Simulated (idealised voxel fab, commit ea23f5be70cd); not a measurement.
process module | voxel transistor to metal
cross-section cut | 270 nm wide | cells 5 nm
A cross-section is a grid of square cells, given in bands from the top down. A band is one or more rows of cells.
Each band's line starts with the height of the band's top and of its bottom, in nm. Then come its materials from left to right, each with its width in nm. One material with "throughout" fills the band from edge to edge. "air" is empty space.
Height 0 is the level under which the wafer as received is all one material. The lowest band goes on downwards, as in "0 down".
A width such as "30 to 40" changes by the same amount from each row of cells to the next, from the band's top row to its bottom row.
"no change" after a step means that no cell of the cross-section changed.
closed voids: empty space of 8 cells or more with no open way to the top, each as width x height at its distance from the left edge, in nm
after a step's settings: what the simulator itself notes on the step
overlay nm, on a step with a mask: how far to the right of its planned place the mask lay; to the left if negative
plan
1 op RECEIVE | material Si
2 op CONFORMAL_DEP | material SiO2 | thk nm 5
3 op CONFORMAL_DEP | material SiN | thk nm 15
4 op PATTERN | tone cover | mask id ACTIVE | material resist | width nm 100 | pitch nm 130 | thk nm 20 | overlay nm -5
5 op DIRECTIONAL_ETCH | etch materials SiN | depth nm 15
6 op DIRECTIONAL_ETCH | etch materials SiO2 | depth nm 5
7 op DIRECTIONAL_ETCH | etch materials Si | depth nm 30
8 op STRIP | etch materials resist
9 op OXIDIZE | depth nm 5
10 op FILL_DEP | material SiO2 | thk nm 5
11 op CMP | height nm 20
12 op SELECTIVE_ETCH | etch materials SiO2 | depth nm 15
13 op STRIP | etch materials SiN
14 op SELECTIVE_ETCH | etch materials SiO2 | depth nm 5
15 op OXIDIZE | depth nm 5
16 op DIRECTIONAL_DEP | material polySi | thk nm 25
17 op DIRECTIONAL_DEP | material SiCN | thk nm 10
18 op MASKED_ETCH | tone cover | mask id GATE | width nm 20 | pitch nm 130 | etch materials SiCN | depth nm 20 | overlay nm 0
19 op MASKED_ETCH | tone cover | mask id GATE | width nm 20 | pitch nm 130 | etch materials polySi | depth nm 35 | overlay nm 0
20 op CONFORMAL_DEP | material SiO2 | thk nm 5
21 op DIRECTIONAL_ETCH | etch materials SiO2 | depth nm 5
22 op CONFORMAL_DEP | material SiN | thk nm 5
23 op DIRECTIONAL_ETCH | etch materials SiN | depth nm 5
24 op DIRECTIONAL_ETCH | etch materials SiO2 | depth nm 5
25 op DIRECTIONAL_ETCH | etch materials Si | depth nm 15
26 op EPI | material pSi | thk nm 20
27 op FILL_DEP | material SiO2 | thk nm 5
28 op CMP | height nm 35
29 op DIRECTIONAL_DEP | material SiO2 | thk nm 15
30 op MASKED_ETCH | tone open | mask id CONTACT | width nm 15 | etch materials SiO2 | depth nm 50 | overlay nm 0
31 op CONFORMAL_DEP | material TiN | thk nm 5
32 op FILL_DEP | material Ru | thk nm 10
33 op CMP | height nm 50
34 op CONFORMAL_DEP | material SiN | thk nm 5
35 op DIRECTIONAL_DEP | material lowk | thk nm 15
36 op PATTERN | tone open | mask id METAL_1 | material resist | width nm 15 | thk nm 20 | overlay nm 0
37 op DIRECTIONAL_ETCH | etch materials lowk | depth nm 15
38 op DIRECTIONAL_ETCH | etch materials SiN | depth nm 5
39 op STRIP | etch materials resist
40 op CONFORMAL_DEP | material TiN | thk nm 5
41 op FILL_DEP | material W | thk nm 5
42 op CMP | height nm 70
43 op EPI | material Ru | thk nm 5
44 op FILL_DEP | material SiCN | thk nm 5
varied across the wafers: overlay nm of step 4. The plan shows the first wafer's value. All wafers start alike
first wafer as received, after step 1
  0 down: Si throughout
  closed voids: none
each wafer at the end: cells of each material gained (+) or lost (-) since it was received, then its closed voids
overlay nm -5 | +44 Ru | -222 Si | +104 SiCN | +70 SiN | +450 SiO2 | +108 TiN | +12 W | +126 lowk | +132 pSi | +40 polySi | closed voids: none
overlay nm 0 | +44 Ru | -222 Si | +104 SiCN | +70 SiN | +450 SiO2 | +108 TiN | +12 W | +126 lowk | +132 pSi | +40 polySi | closed voids: none
overlay nm 5 | +44 Ru | -222 Si | +104 SiCN | +70 SiN | +450 SiO2 | +108 TiN | +12 W | +126 lowk | +132 pSi | +40 polySi | closed voids: none
